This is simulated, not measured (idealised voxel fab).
Name of the process module below: voxel ribs on slabs
In the cross-section labelled cut, the width is 230 nm and each square cell is 5 nm.
The cross-sections in this document take the form of a grid made of square cells. They are written out as bands, in order from top to bottom. Each band consists of one or more rows of cells.
Band entry format. Leading values: height of top, height of bottom, nm. Remainder: materials in left-to-right order, each with its width in nm. Special words: "all across" on a single material, which then fills the band edge to edge; "empty", empty space.
Ref level 0: as-received wafer is one material below here. Bottom band extends down with no lower bound ("0 and below").
When a width is written as two numbers, as in "30..40", the first number is the width in the top row of cells of the band and the second is the width in its bottom row, and the width changes by the same amount from each row to the next.
Key: "stayed the same" - step with no changed cell in the cross-section.
Closed empty spaces (no open way to the top) of 8 cells or more are what "Completely enclosed voids" lists, each as width x height at distance from the left edge, nm for all three.
Text after the settings on a step's line: the simulator's own remark on that step.
overlay nm: mask offset rightward from planned place, masked step; negative means leftward offset.
So here's the lineup of process steps we planned
1) op RECEIVE | material Si
2) op DIRECTIONAL_DEP | material SiO2 | thk nm 20
3) op DIRECTIONAL_DEP | material polySi | thk nm 25
4) op MASKED_ETCH | tone cover | mask id RIB | width nm 20 | etch materials polySi | depth nm 20 | overlay nm 0
5) op DIRECTIONAL_DEP | material aC | thk nm 15
6) op PATTERN | tone cover | mask id SLAB | material resist | width nm 70 | thk nm 35 | overlay nm 0
7) op DIRECTIONAL_ETCH | etch materials aC | depth nm 15
8) op STRIP | etch materials resist
9) op DIRECTIONAL_ETCH | etch materials polySi | depth nm 5
10) op STRIP | etch materials aC
11) op FILL_DEP | material SiO2 | thk nm 20
12) op CMP | height nm 55
13) op DIRECTIONAL_DEP | material W | thk nm 10
14) op DIRECTIONAL_DEP | material aC | thk nm 10
15) op PATTERN | tone cover | mask id HEATER | material resist | width nm 30 | thk nm 30 | overlay nm 0
16) op DIRECTIONAL_ETCH | etch materials aC | depth nm 10
17) op STRIP | etch materials resist
18) op DIRECTIONAL_ETCH | etch materials W | depth nm 10
19) op STRIP | etch materials aC
20) op CONFORMAL_DEP | material SiO2 | thk nm 5
Received-state cross-section, reflecting completion of step 1
0 and below: Si all across
Completely enclosed voids: none
Here's the cross-section of the first of our two wafers at the end of the module - it ran as planned
70 down to 65: empty=95 / SiO2=40 / empty=95
65 down to 60: empty=95 / SiO2=5 / W=30 / SiO2=5 / empty=95
60 down to 55: SiO2=100 / W=30 / SiO2=100
55 down to 45: SiO2 all across
45 down to 25: SiO2=105 / polySi=20 / SiO2=105
25 down to 20: SiO2=80 / polySi=70 / SiO2=80
20 down to 0: SiO2 all across
0 and below: Si all across
Completely enclosed voids: none
Here is the second of the two wafers cut open at the end of the module - same start, same plan as the first one, but we made one mistake running it
65 down to 55: empty=100 / W=30 / empty=100
55 down to 45: SiO2 all across
45 down to 25: SiO2=105 / polySi=20 / SiO2=105
25 down to 20: SiO2=80 / polySi=70 / SiO2=80
20 down to 0: SiO2 all across
0 and below: Si all across
Completely enclosed voids: none
What was the processing mistake? step 20 of the plan was excluded from execution and never run
Cell-count delta at end, second wafer over first, by material: -50 SiO2
